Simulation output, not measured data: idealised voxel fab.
process module | voxel transistor to metal
cross-section cut | 300 nm wide | cells 5 nm
A cross-section is a grid of square cells, given in bands from the top down. A band is one or more rows of cells.
Each band's line starts with the height of the band's top and of its bottom, in nm. Then come its materials from left to right, each with its width in nm. One material with "throughout" fills the band from edge to edge. "air" is empty space.
Height 0 is the level under which the wafer as received is all one material. The lowest band goes on downwards, as in "0 down".
A width such as "30 to 40" changes by the same amount from each row of cells to the next, from the band's top row to its bottom row.
"no change" after a step means that no cell of the cross-section changed.
closed voids: empty space of 8 cells or more with no open way to the top, each as width x height at its distance from the left edge, in nm
after a step's settings: what the simulator itself notes on the step
overlay nm, on a step with a mask: how far to the right of its planned place the mask lay; to the left if negative
plan
1 op RECEIVE | material Si
2 op OXIDIZE | depth nm 5
3 op CONFORMAL_DEP | material SiN | thk nm 15
4 op MASKED_ETCH | tone cover | mask id ACTIVE | width nm 105 | pitch nm 125 | etch materials SiN | depth nm 15 | overlay nm 0
5 op MASKED_ETCH | tone cover | mask id ACTIVE | width nm 105 | pitch nm 125 | etch materials SiO2 | depth nm 5 | overlay nm 0
6 op MASKED_ETCH | tone cover | mask id ACTIVE | width nm 105 | pitch nm 125 | etch materials Si | depth nm 35 | overlay nm 0
7 op FILL_DEP | material SiO2 | thk nm 5
8 op CMP | height nm 15
9 op SELECTIVE_ETCH | etch materials SiO2 | depth nm 15
10 op STRIP | etch materials SiN
11 op SELECTIVE_ETCH | etch materials SiO2 | depth nm 5
12 op OXIDIZE | depth nm 5
13 op DIRECTIONAL_DEP | material polySi | thk nm 20
14 op DIRECTIONAL_DEP | material SiCN | thk nm 15
15 op MASKED_ETCH | tone cover | mask id GATE | width nm 25 | pitch nm 125 | etch materials SiCN | depth nm 25 | overlay nm 0
16 op MASKED_ETCH | tone cover | mask id GATE | width nm 25 | pitch nm 125 | etch materials polySi | depth nm 30 | overlay nm 0
17 op CONFORMAL_DEP | material SiN | thk nm 10
18 op DIRECTIONAL_ETCH | etch materials SiN | depth nm 10
19 op DIRECTIONAL_ETCH | etch materials SiO2 | depth nm 5
20 op DIRECTIONAL_ETCH | etch materials Si | depth nm 15
21 op EPI | material pSi | thk nm 20
22 op FILL_DEP | material SiO2 | thk nm 10
23 op CMP | height nm 30
24 op DIRECTIONAL_DEP | material SiO2 | thk nm 15
25 op PATTERN | tone open | mask id CONTACT | material resist | width nm 15 | thk nm 15 | overlay nm 0
26 op DIRECTIONAL_ETCH | etch materials SiO2 | depth nm 35
27 op STRIP | etch materials resist
28 op CONFORMAL_DEP | material TiN | thk nm 5
29 op FILL_DEP | material Ru | thk nm 10
30 op CMP | height nm 45
31 op CONFORMAL_DEP | material SiCN | thk nm 5
32 op DIRECTIONAL_DEP | material lowk | thk nm 20
33 op DIRECTIONAL_DEP | material aC | thk nm 10
34 op PATTERN | tone open | mask id METAL_1 | material resist | width nm 15 | thk nm 25 | overlay nm -15
35 op DIRECTIONAL_ETCH | etch materials aC | depth nm 10
36 op STRIP | etch materials resist
37 op DIRECTIONAL_ETCH | etch materials lowk | depth nm 20
38 op DIRECTIONAL_ETCH | etch materials SiCN | depth nm 5
39 op STRIP | etch materials aC
40 op CONFORMAL_DEP | material TiN | thk nm 5
41 op FILL_DEP | material W | thk nm 10
42 op CMP | height nm 70
43 op CONFORMAL_DEP | material SiN | thk nm 5
varied across the wafers: overlay nm of step 34. The plan shows the first wafer's value. All wafers start alike
first wafer as received, after step 1
  0 down: Si throughout
  closed voids: none
first wafer at the end, after step 43
  75 to 70: SiN throughout
  70 to 50: lowk 30 | TiN 5 | W 5 | TiN 5 | lowk 55 | TiN 5 | W 5 | TiN 5 | lowk 40 | TiN 5 | W 5 | TiN 5 | lowk 55 | TiN 5 | W 5 | TiN 5 | lowk 60
  50 to 45: SiCN 30 | TiN 15 | SiCN 55 | TiN 15 | SiCN 40 | TiN 15 | SiCN 55 | TiN 15 | SiCN 60
  45 to 30: SiO2 45 | TiN 5 | Ru 5 | TiN 5 | SiO2 55 | TiN 5 | Ru 5 | TiN 5 | SiO2 40 | TiN 5 | Ru 5 | TiN 5 | SiO2 55 | TiN 5 | Ru 5 | TiN 5 | SiO2 45
  30 to 15: SiO2 45 | TiN 5 | Ru 5 | TiN 5 | SiO2 5 | SiN 10 | SiCN 25 | SiN 10 | SiO2 5 | TiN 5 | Ru 5 | TiN 5 | SiO2 40 | TiN 5 | Ru 5 | TiN 5 | SiO2 5 | SiN 10 | SiCN 25 | SiN 10 | SiO2 5 | TiN 5 | Ru 5 | TiN 5 | SiO2 45
  15 to 10: SiO2 45 | TiN 15 | SiO2 5 | SiN 10 | polySi 25 | SiN 10 | SiO2 5 | TiN 15 | SiO2 40 | TiN 15 | SiO2 5 | SiN 10 | polySi 25 | SiN 10 | SiO2 5 | TiN 15 | SiO2 45
  10 to -5: SiO2 45 | pSi 20 | SiN 10 | polySi 25 | SiN 10 | pSi 20 | SiO2 40 | pSi 20 | SiN 10 | polySi 25 | SiN 10 | pSi 20 | SiO2 45
  -5 to -10: SiO2 30 | pSi 35 | SiO2 45 | pSi 35 | SiO2 10 | pSi 35 | SiO2 45 | pSi 35 | SiO2 30
  -10 to -25: SiO2 35 | pSi 30 | Si 45 | pSi 30 | SiO2 20 | pSi 30 | Si 45 | pSi 30 | SiO2 35
  -25 to -40: SiO2 35 | Si 105 | SiO2 20 | Si 105 | SiO2 35
  -40 down: Si throughout
  closed voids: none
last wafer at the end
  75 to 70: SiN throughout
  70 to 50: lowk 60 | TiN 5 | W 5 | TiN 5 | lowk 55 | TiN 5 | W 5 | TiN 5 | lowk 40 | TiN 5 | W 5 | TiN 5 | lowk 55 | TiN 5 | W 5 | TiN 5 | lowk 30
  50 to 45: SiCN 60 | TiN 15 | SiCN 55 | TiN 15 | SiCN 40 | TiN 15 | SiCN 55 | TiN 15 | SiCN 30
  45 to 30: SiO2 45 | TiN 5 | Ru 5 | TiN 5 | SiO2 55 | TiN 5 | Ru 5 | TiN 5 | SiO2 40 | TiN 5 | Ru 5 | TiN 5 | SiO2 55 | TiN 5 | Ru 5 | TiN 5 | SiO2 45
  30 to 15: SiO2 45 | TiN 5 | Ru 5 | TiN 5 | SiO2 5 | SiN 10 | SiCN 25 | SiN 10 | SiO2 5 | TiN 5 | Ru 5 | TiN 5 | SiO2 40 | TiN 5 | Ru 5 | TiN 5 | SiO2 5 | SiN 10 | SiCN 25 | SiN 10 | SiO2 5 | TiN 5 | Ru 5 | TiN 5 | SiO2 45
  15 to 10: SiO2 45 | TiN 15 | SiO2 5 | SiN 10 | polySi 25 | SiN 10 | SiO2 5 | TiN 15 | SiO2 40 | TiN 15 | SiO2 5 | SiN 10 | polySi 25 | SiN 10 | SiO2 5 | TiN 15 | SiO2 45
  10 to -5: SiO2 45 | pSi 20 | SiN 10 | polySi 25 | SiN 10 | pSi 20 | SiO2 40 | pSi 20 | SiN 10 | polySi 25 | SiN 10 | pSi 20 | SiO2 45
  -5 to -10: SiO2 30 | pSi 35 | SiO2 45 | pSi 35 | SiO2 10 | pSi 35 | SiO2 45 | pSi 35 | SiO2 30
  -10 to -25: SiO2 35 | pSi 30 | Si 45 | pSi 30 | SiO2 20 | pSi 30 | Si 45 | pSi 30 | SiO2 35
  -25 to -40: SiO2 35 | Si 105 | SiO2 20 | Si 105 | SiO2 35
  -40 down: Si throughout
  closed voids: none
each wafer at the end: cells of each material gained (+) or lost (-) since it was received, then its closed voids
overlay nm -15 | +24 Ru | -300 Si | +78 SiCN | +116 SiN | +482 SiO2 | +104 TiN | +16 W | +192 lowk | +148 pSi | +40 polySi | closed voids: none
overlay nm -10 | +24 Ru | -300 Si | +78 SiCN | +116 SiN | +482 SiO2 | +104 TiN | +16 W | +192 lowk | +148 pSi | +40 polySi | closed voids: none
overlay nm -5 | +24 Ru | -300 Si | +78 SiCN | +116 SiN | +482 SiO2 | +104 TiN | +16 W | +192 lowk | +148 pSi | +40 polySi | closed voids: none
overlay nm 0 | +24 Ru | -300 Si | +78 SiCN | +116 SiN | +482 SiO2 | +104 TiN | +16 W | +192 lowk | +148 pSi | +40 polySi | closed voids: none
overlay nm 5 | +24 Ru | -300 Si | +78 SiCN | +116 SiN | +482 SiO2 | +104 TiN | +16 W | +192 lowk | +148 pSi | +40 polySi | closed voids: none
overlay nm 10 | +24 Ru | -300 Si | +78 SiCN | +116 SiN | +482 SiO2 | +104 TiN | +16 W | +192 lowk | +148 pSi | +40 polySi | closed voids: none
overlay nm 15 | +24 Ru | -300 Si | +78 SiCN | +116 SiN | +482 SiO2 | +104 TiN | +16 W | +192 lowk | +148 pSi | +40 polySi | closed voids: none
